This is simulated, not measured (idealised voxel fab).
The name of this process module is voxel quadruple lines.
It is cross-section cut that appears here, measuring 250 nm in width, its square cells being 5 nm in size.
Cross-section, as written here: a square-cell grid given band by band from the top down, where a band holds one or more rows of cells.
This entry defines a band. It first specifies the height of the band's top and the height of its bottom in nm, and then specifies the band's materials from left to right, stating each material with its width in nm. The word "everywhere" identifies a single material that fills the band from edge to edge, while the word "blank" identifies empty space.
Heights are measured from 0, the level below which the as-received wafer is all one material; the lowest band has no bottom and continues downward, written as in "0 and below".
A two-number width, for instance "30->40", indicates that the width is equal to the first number in the top row of the band and to the second number in the bottom row, and that it changes by a constant amount per row of cells.
Reading "left unchanged" for a step: not a cell of the cross-section changed in it.
The entry "Enclosed void entries" lists the empty spaces that cover at least 8 cells and have no open path to the top. Each is written as width x height at distance, where the distance is measured from the left edge and all three values are in nm.
Whatever follows a step's settings on its line is a remark the simulator itself makes about that step.
overlay nm: where the mask lay relative to plan, measured to the right, on steps with a mask; negatives go left.

# These are the steps we planned for the process
1 RECEIVE with material Si
2 CONFORMAL_DEP with material SiO2, thk nm 5
3 DIRECTIONAL_DEP with material W, thk nm 10
4 DIRECTIONAL_DEP with material polySi, thk nm 20
5 DIRECTIONAL_DEP with material aC, thk nm 25
6 PATTERN with tone cover, mask id MANDREL, material resist, width nm 30, pitch nm 80, thk nm 30, overlay nm 0
7 DIRECTIONAL_ETCH with etch materials aC, depth nm 25
8 STRIP with etch materials resist
9 CONFORMAL_DEP with material SiO2, thk nm 10
10 DIRECTIONAL_ETCH with etch materials SiO2, depth nm 10
11 STRIP with etch materials aC
12 DIRECTIONAL_ETCH with etch materials polySi, depth nm 20
13 STRIP with etch materials SiO2
14 CONFORMAL_DEP with material SiCN, thk nm 10
15 DIRECTIONAL_ETCH with etch materials SiCN, depth nm 10
16 STRIP with etch materials polySi
17 DIRECTIONAL_ETCH with etch materials W, depth nm 10
18 STRIP with etch materials SiCN
19 FILL_DEP with material lowk, thk nm 5
20 CMP with height nm 15

# On the first of the two wafers: run conducted according to plan

# Cross-section, incoming material, after step 1
0 and below = Si everywhere
Enclosed void entries: none

# Sectional view: wafer, after step 2
5 down to 0 = SiO2 everywhere
Whatever lies below 0 is exactly as it was before.

# Sectional view: wafer, after step 3
15 down to 5 = W everywhere
Whatever lies below 5 is exactly as it was before.

# Sectional view: wafer, after step 4
35 down to 15 = polySi everywhere
Whatever lies below 15 is exactly as it was before.

# Sectional view: wafer, after step 5
60 down to 35 = aC everywhere
Whatever lies below 35 is exactly as it was before.

# Sectional view: wafer, after step 6
90 down to 60 = 70 of blank  30 of resist  50 of blank  30 of resist  70 of blank
Whatever lies below 60 is exactly as it was before.

# Sectional view: wafer, after step 7
65 down to 60 = 70 of blank  30 of resist  50 of blank  30 of resist  70 of blank
60 down to 35 = 70 of blank  30 of aC  50 of blank  30 of aC  70 of blank
Whatever lies below 35 is exactly as it was before.

# Sectional view: wafer, after step 8
60 down to 35 = 70 of blank  30 of aC  50 of blank  30 of aC  70 of blank
Whatever lies below 35 is exactly as it was before.

# Sectional view: wafer, after step 9
70 down to 60 = 60 of blank  50 of SiO2  30 of blank  50 of SiO2  60 of blank
60 down to 45 = 60 of blank  10 of SiO2  30 of aC  10 of SiO2  30 of blank  10 of SiO2  30 of aC  10 of SiO2  60 of blank
45 down to 35 = 70 of SiO2  30 of aC  50 of SiO2  30 of aC  70 of SiO2
Whatever lies below 35 is exactly as it was before.

# Sectional view: wafer, after step 10
60 down to 35 = 60 of blank  10 of SiO2  30 of aC  10 of SiO2  30 of blank  10 of SiO2  30 of aC  10 of SiO2  60 of blank
Whatever lies below 35 is exactly as it was before.

# Sectional view: wafer, after step 11
60 down to 35 = 60 of blank  10 of SiO2  30 of blank  10 of SiO2  30 of blank  10 of SiO2  30 of blank  10 of SiO2  60 of blank
Whatever lies below 35 is exactly as it was before.

# Sectional view: wafer, after step 12
60 down to 35 = 60 of blank  10 of SiO2  30 of blank  10 of SiO2  30 of blank  10 of SiO2  30 of blank  10 of SiO2  60 of blank
35 down to 15 = 60 of blank  10 of polySi  30 of blank  10 of polySi  30 of blank  10 of polySi  30 of blank  10 of polySi  60 of blank
Whatever lies below 15 is exactly as it was before.

# Sectional view: wafer, after step 13
35 down to 15 = 60 of blank  10 of polySi  30 of blank  10 of polySi  30 of blank  10 of polySi  30 of blank  10 of polySi  60 of blank
Whatever lies below 15 is exactly as it was before.

# Sectional view: wafer, after step 14
45 down to 35 = 50 of blank  30 of SiCN  10 of blank  30 of SiCN  10 of blank  30 of SiCN  10 of blank  30 of SiCN  50 of blank
35 down to 25 = 50 of blank  10 of SiCN  10 of polySi  10 of SiCN  10 of blank  10 of SiCN  10 of polySi  10 of SiCN  10 of blank  10 of SiCN  10 of polySi  10 of SiCN  10 of blank  10 of SiCN  10 of polySi  10 of SiCN  50 of blank
25 down to 15 = 60 of SiCN  10 of polySi  30 of SiCN  10 of polySi  30 of SiCN  10 of polySi  30 of SiCN  10 of polySi  60 of SiCN
Whatever lies below 15 is exactly as it was before.

# Sectional view: wafer, after step 15
35 down to 15 = 50 of blank  10 of SiCN  10 of polySi  10 of SiCN  10 of blank  10 of SiCN  10 of polySi  10 of SiCN  10 of blank  10 of SiCN  10 of polySi  10 of SiCN  10 of blank  10 of SiCN  10 of polySi  10 of SiCN  50 of blank
Whatever lies below 15 is exactly as it was before.

# Sectional view: wafer, after step 16
35 down to 15 = 50 of blank  10 of SiCN  10 of blank  10 of SiCN  10 of blank  10 of SiCN  10 of blank  10 of SiCN  10 of blank  10 of SiCN  10 of blank  10 of SiCN  10 of blank  10 of SiCN  10 of blank  10 of SiCN  50 of blank
Whatever lies below 15 is exactly as it was before.

# Sectional view: wafer, after step 17
35 down to 15 = 50 of blank  10 of SiCN  10 of blank  10 of SiCN  10 of blank  10 of SiCN  10 of blank  10 of SiCN  10 of blank  10 of SiCN  10 of blank  10 of SiCN  10 of blank  10 of SiCN  10 of blank  10 of SiCN  50 of blank
15 down to 5 = 50 of blank  10 of W  10 of blank  10 of W  10 of blank  10 of W  10 of blank  10 of W  10 of blank  10 of W  10 of blank  10 of W  10 of blank  10 of W  10 of blank  10 of W  50 of blank
Whatever lies below 5 is exactly as it was before.

# Sectional view: wafer, after step 18
15 down to 5 = 50 of blank  10 of W  10 of blank  10 of W  10 of blank  10 of W  10 of blank  10 of W  10 of blank  10 of W  10 of blank  10 of W  10 of blank  10 of W  10 of blank  10 of W  50 of blank
Whatever lies below 5 is exactly as it was before.

# Sectional view: wafer, after step 19
20 down to 15 = lowk everywhere
15 down to 5 = 50 of lowk  10 of W  10 of lowk  10 of W  10 of lowk  10 of W  10 of lowk  10 of W  10 of lowk  10 of W  10 of lowk  10 of W  10 of lowk  10 of W  10 of lowk  10 of W  50 of lowk
Whatever lies below 5 is exactly as it was before.

# Sectional view: wafer, after step 20
15 down to 5 = 50 of lowk  10 of W  10 of lowk  10 of W  10 of lowk  10 of W  10 of lowk  10 of W  10 of lowk  10 of W  10 of lowk  10 of W  10 of lowk  10 of W  10 of lowk  10 of W  50 of lowk
Whatever lies below 5 is exactly as it was before.

# Second wafer. Start and plan as for the first. One mistake made in running. Agrees with the first up to and including step 5

# Second wafer cross-section, taken as of the time the plan sets for step 6 to be done
90 down to 60 = 75 of blank  20 of resist  60 of blank  20 of resist  75 of blank
Whatever lies below 60 is exactly as it was before.

# Second wafer cross-section, taken as of the time the plan sets for step 7 to be done
65 down to 60 = 75 of blank  20 of resist  60 of blank  20 of resist  75 of blank
60 down to 35 = 75 of blank  20 of aC  60 of blank  20 of aC  75 of blank
Whatever lies below 35 is exactly as it was before.

# Second wafer cross-section, taken as of the time the plan sets for step 8 to be done
60 down to 35 = 75 of blank  20 of aC  60 of blank  20 of aC  75 of blank
Whatever lies below 35 is exactly as it was before.

# Second wafer cross-section, taken as of the time the plan sets for step 9 to be done
70 down to 60 = 65 of blank  40 of SiO2  40 of blank  40 of SiO2  65 of blank
60 down to 45 = 65 of blank  10 of SiO2  20 of aC  10 of SiO2  40 of blank  10 of SiO2  20 of aC  10 of SiO2  65 of blank
45 down to 35 = 75 of SiO2  20 of aC  60 of SiO2  20 of aC  75 of SiO2
Whatever lies below 35 is exactly as it was before.

# Second wafer cross-section, taken as of the time the plan sets for step 10 to be done
60 down to 35 = 65 of blank  10 of SiO2  20 of aC  10 of SiO2  40 of blank  10 of SiO2  20 of aC  10 of SiO2  65 of blank
Whatever lies below 35 is exactly as it was before.

# Second wafer cross-section, taken as of the time the plan sets for step 11 to be done
60 down to 35 = 65 of blank  10 of SiO2  20 of blank  10 of SiO2  40 of blank  10 of SiO2  20 of blank  10 of SiO2  65 of blank
Whatever lies below 35 is exactly as it was before.

# Second wafer cross-section, taken as of the time the plan sets for step 12 to be done
60 down to 35 = 65 of blank  10 of SiO2  20 of blank  10 of SiO2  40 of blank  10 of SiO2  20 of blank  10 of SiO2  65 of blank
35 down to 15 = 65 of blank  10 of polySi  20 of blank  10 of polySi  40 of blank  10 of polySi  20 of blank  10 of polySi  65 of blank
Whatever lies below 15 is exactly as it was before.

# Second wafer cross-section, taken as of the time the plan sets for step 13 to be done
35 down to 15 = 65 of blank  10 of polySi  20 of blank  10 of polySi  40 of blank  10 of polySi  20 of blank  10 of polySi  65 of blank
Whatever lies below 15 is exactly as it was before.

# Second wafer cross-section, taken as of the time the plan sets for step 14 to be done
45 down to 35 = 55 of blank  60 of SiCN  20 of blank  60 of SiCN  55 of blank
35 down to 25 = 55 of blank  10 of SiCN  10 of polySi  20 of SiCN  10 of polySi  10 of SiCN  20 of blank  10 of SiCN  10 of polySi  20 of SiCN  10 of polySi  10 of SiCN  55 of blank
25 down to 15 = 65 of SiCN  10 of polySi  20 of SiCN  10 of polySi  40 of SiCN  10 of polySi  20 of SiCN  10 of polySi  65 of SiCN
Whatever lies below 15 is exactly as it was before.

# Second wafer cross-section, taken as of the time the plan sets for step 15 to be done
35 down to 15 = 55 of blank  10 of SiCN  10 of polySi  20 of SiCN  10 of polySi  10 of SiCN  20 of blank  10 of SiCN  10 of polySi  20 of SiCN  10 of polySi  10 of SiCN  55 of blank
Whatever lies below 15 is exactly as it was before.

# Second wafer cross-section, taken as of the time the plan sets for step 16 to be done
35 down to 15 = 55 of blank  10 of SiCN  10 of blank  20 of SiCN  10 of blank  10 of SiCN  20 of blank  10 of SiCN  10 of blank  20 of SiCN  10 of blank  10 of SiCN  55 of blank
Whatever lies below 15 is exactly as it was before.

# Second wafer cross-section, taken as of the time the plan sets for step 17 to be done
35 down to 15 = 55 of blank  10 of SiCN  10 of blank  20 of SiCN  10 of blank  10 of SiCN  20 of blank  10 of SiCN  10 of blank  20 of SiCN  10 of blank  10 of SiCN  55 of blank
15 down to 5 = 55 of blank  10 of W  10 of blank  20 of W  10 of blank  10 of W  20 of blank  10 of W  10 of blank  20 of W  10 of blank  10 of W  55 of blank
Whatever lies below 5 is exactly as it was before.

# Second wafer cross-section, taken as of the time the plan sets for step 18 to be done
15 down to 5 = 55 of blank  10 of W  10 of blank  20 of W  10 of blank  10 of W  20 of blank  10 of W  10 of blank  20 of W  10 of blank  10 of W  55 of blank
Whatever lies below 5 is exactly as it was before.

# Second wafer cross-section, taken as of the time the plan sets for step 19 to be done
20 down to 15 = lowk everywhere
15 down to 5 = 55 of lowk  10 of W  10 of lowk  20 of W  10 of lowk  10 of W  20 of lowk  10 of W  10 of lowk  20 of W  10 of lowk  10 of W  55 of lowk
Whatever lies below 5 is exactly as it was before.

# Second wafer cross-section, taken as of the time the plan sets for step 20 to be done
15 down to 5 = 55 of lowk  10 of W  10 of lowk  20 of W  10 of lowk  10 of W  20 of lowk  10 of W  10 of lowk  20 of W  10 of lowk  10 of W  55 of lowk
Whatever lies below 5 is exactly as it was before.
Finding, execution versus plan: step 6: run off-plan, actual operation and settings PATTERN with tone cover, mask id MANDREL, material resist, width nm 20, pitch nm 80, thk nm 30, overlay nm 0
By the end, you'd get the same cell count for each material on either wafer, but the second wafer puts them somewhere else.
